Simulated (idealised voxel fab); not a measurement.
Title: Process Module voxel ribs on slabs
This is section cut - it's 265 nm across, gridded in 5 nm square cells.
Reading order for cross-sections: top band down to bottom band. Underlying form: a grid of square cells. Band size: one or more rows of cells.
The band entry comprises the height of the band's top followed by the height of its bottom, expressed in nm, and subsequently the band's materials from left to right, each stated together with its width in nm. Where a single material is marked with the word "all across", that material fills the band from edge to edge. The word "blank" represents empty space.
Height is counted from the level 0, under which the received wafer is composed throughout of one material. The lowest of the bands is not closed at the bottom but continues downward, in the notation "from 0 down".
With a width like "30->40", each row of cells in the band differs from the next by the same amount, the top row carrying the first number and the bottom row the second.
When a step is marked "no change occurred", none of the cells in the cross-section changed during that step.
Each empty space that has no open way to the top and spans at least 8 cells appears under "Fully sealed cavities" as width x height at distance, the distance counted from the left edge, all in nm.
Heads up: the bit after the settings on a step's line is the simulator's remark on that step.
overlay nm: mask right of planned place by this much (step with mask). Neg. = left.

**So here's the lineup of process steps we planned**
1 RECEIVE, material Si
2 DIRECTIONAL_DEP, material SiO2, thk nm 25
3 DIRECTIONAL_DEP, material SiN, thk nm 20
4 MASKED_ETCH, tone cover, mask id RIB, width nm 20, etch materials SiN, depth nm 15, overlay nm 0
5 PATTERN, tone cover, mask id SLAB, material resist, width nm 60, thk nm 15, overlay nm 0
6 DIRECTIONAL_ETCH, etch materials SiN, depth nm 5
7 STRIP, etch materials resist
8 FILL_DEP, material SiO2, thk nm 30
9 CMP, height nm 65
10 DIRECTIONAL_DEP, material W, thk nm 10
11 PATTERN, tone cover, mask id HEATER, material resist, width nm 30, thk nm 20, overlay nm 0
12 DIRECTIONAL_ETCH, etch materials W, depth nm 10
13 STRIP, etch materials resist
14 CONFORMAL_DEP, material SiO2, thk nm 10

**Wafer at receipt (post step 1), cross-section**
    from 0 down | Si all across
    Fully sealed cavities: none

**First of two wafers: cross-section at end of module, run per plan**
    from 85 to 75 | blank 105; SiO2 50; blank 110
    from 75 to 65 | SiO2 115; W 30; SiO2 120
    from 65 to 45 | SiO2 all across
    from 45 to 30 | SiO2 120; SiN 20; SiO2 125
    from 30 to 25 | SiO2 100; SiN 60; SiO2 105
    from 25 to 0 | SiO2 all across
    from 0 down | Si all across
    Fully sealed cavities: none

**Cross-sectional image of the second wafer of the two following completion of the module. Starting state and process plan were the same as for the first wafer; one execution error occurred**
    from 85 to 75 | blank 105; SiO2 50; blank 110
    from 75 to 65 | SiO2 115; W 30; SiO2 120
    from 65 to 50 | SiO2 120; SiN 20; SiO2 125
    from 50 to 45 | SiO2 100; SiN 60; SiO2 105
    from 45 to 25 | SiN all across
    from 25 to 0 | SiO2 all across
    from 0 down | Si all across
    Fully sealed cavities: none
Plan not followed: step 3 of the plan saw execution twice
In the final state, the cell counts of the second wafer exceed or fall short of those of the first for the following materials: SiN +212; SiO2 -212
